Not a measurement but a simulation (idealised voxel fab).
The following process module bears the name voxel spacer lines.
Pictured: cross-section cut, 235 nm wide, on a grid of 5 nm square cells.
Reading order for cross-sections: top band down to bottom band. Underlying form: a grid of square cells. Band size: one or more rows of cells. In this notation a band is specified by the heights of its top and bottom, in that order and in nm, after which its materials appear from left to right, each paired with its width in nm. The word "edge to edge" attached to a single material means that material fills the band from edge to edge; the word "empty" stands for empty space. Heights are expressed relative to 0, this being the level below which the as-received wafer comprises one material exclusively. The lowest band is unbounded in the downward direction and is denoted as in "0 and below". Width "30->40": first value at the band's top row of cells, second value at its bottom row, equal change from row to row. A step reported as "remained unchanged" is a step in which no cell of the cross-section changed. Under "Completely enclosed voids" you'll find the enclosed gaps, the ones with no way out to the top, that are 8 cells or bigger; each reads width x height at distance, with distance counted from the left edge, everything in nm. Note: text after step settings on the step line = simulator remark on that step. overlay nm: mask offset rightward from planned place, masked step; negative means leftward offset.

**Planned step list for the process**
- 1: RECEIVE (material Si)
- 2: CONFORMAL_DEP (material Al2O3; thk nm 5)
- 3: DIRECTIONAL_DEP (material W; thk nm 10)
- 4: DIRECTIONAL_DEP (material aC; thk nm 25)
- 5: PATTERN (tone cover; mask id MANDREL; material resist; width nm 15; pitch nm 60; thk nm 35; overlay nm 0)
- 6: DIRECTIONAL_ETCH (etch materials aC; depth nm 25)
- 7: STRIP (etch materials resist)
- 8: CONFORMAL_DEP (material SiO2; thk nm 15)
- 9: DIRECTIONAL_ETCH (etch materials SiO2; depth nm 15)
- 10: STRIP (etch materials aC)
- 11: DIRECTIONAL_ETCH (etch materials W; depth nm 10)
- 12: STRIP (etch materials SiO2)
- 13: FILL_DEP (material lowk; thk nm 10)
- 14: CMP (height nm 15)
Split variable: thk nm, step 2. Plan value = first wafer. Wafers start alike.

**Incoming state of the first of several wafers in cross-section: after step 1**
    0 and below  Si edge to edge
    Completely enclosed voids: none

**Depicted here is the first of several wafers in cross-section, at module completion following the last step, step 14**
    15 down to 5  lowk=35, W=15, lowk=15, W=15, lowk=15, W=15, lowk=15, W=15, lowk=15, W=15, lowk=15, W=15, lowk=35
    5 down to 0  Al2O3 edge to edge
    0 and below  Si edge to edge
    Completely enclosed voids: none

**The last wafer as seen in cross-section at the end of the module**
    15 down to 0  Al2O3 edge to edge
    0 and below  Si edge to edge
    Completely enclosed voids: none

**Take any row and you have a wafer at the end of the module: how many cells of each material it has gained (+) or lost (-) since it was received, and then its closed voids**
thk nm 5; +47 Al2O3; +36 W; +58 lowk; Completely enclosed voids: none
thk nm 10; +94 Al2O3; +18 W; +29 lowk; Completely enclosed voids: none
thk nm 15; +141 Al2O3; Completely enclosed voids: none
thk nm 20; +141 Al2O3; Completely enclosed voids: none
